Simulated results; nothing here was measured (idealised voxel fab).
Process module heading - voxel lift off
Section cut is 165 nm wide and gridded with 5 nm square cells.
A cross-section is a grid of square cells, given in bands from the top down. A band is one or more rows of cells. The entry gives the band's vertical extent as a top height and a bottom height in nm, then its horizontal make-up as materials from left to right, each with a width in nm. "empty" stands for empty space; a single material marked "edge to edge" fills the band edge to edge. Measure heights from 0. That's the level where, below it, the as-received wafer is all one material. The lowest band is bottomless and extends downward; write it as in "0 down". Note: "30 to 40" means the width goes from the first number (top row of the band) to the second number (bottom row) in equal steps per row of cells. Step note "nothing got changed" = no cross-section cell changed. "Unvented internal voids" contains a list of empty spaces, each no smaller than 8 cells and without an open way to the top, written in the form width x height at distance with the distance from the left edge and all three in nm. Note: text after step settings on the step line = simulator remark on that step. "overlay nm" denotes, for a step that has a mask, the displacement of the mask to the right of its planned place, with negative values corresponding to the left.

[Process steps - plan]
1 RECEIVE with material Si
2 CONFORMAL_DEP with material SiO2, thk nm 15
3 PATTERN with tone open, mask id LINES, material resist, width nm 20, pitch nm 35, thk nm 25, overlay nm 0
4 DIRECTIONAL_DEP with material Ru, thk nm 15
5 STRIP with etch materials resist
6 CONFORMAL_DEP with material SiN, thk nm 10

[Wafer at receipt (post step 1), cross-section]
  0 down | Si edge to edge
  Unvented internal voids: none

[first wafer at the end, as planned]
  40 to 30 | empty (25), SiN (110), empty (30)
  30 to 25 | empty (25), SiN (10), Ru (20), SiN (15), Ru (20), SiN (15), Ru (20), SiN (10), empty (30)
  25 to 15 | SiN (35), Ru (20), SiN (15), Ru (20), SiN (15), Ru (20), SiN (40)
  15 to 0 | SiO2 edge to edge
  0 down | Si edge to edge
  Unvented internal voids: none

[Wafer two, sectioned after the module: the first wafer's start, the first wafer's plan, and one mistake in how it was run]
  40 to 30 | empty (25), SiO2 (110), empty (30)
  30 to 25 | empty (25), SiO2 (10), Ru (20), SiO2 (15), Ru (20), SiO2 (15), Ru (20), SiO2 (10), empty (30)
  25 to 15 | SiO2 (35), Ru (20), SiO2 (15), Ru (20), SiO2 (15), Ru (20), SiO2 (40)
  15 to 0 | SiO2 edge to edge
  0 down | Si edge to edge
  Unvented internal voids: none
Error vs. plan: rather than as planned, step 6 actually ran as CONFORMAL_DEP with material SiO2, thk nm 10
Final wafer comparison in cells, second versus first, more or fewer per material: SiN -96; SiO2 +96
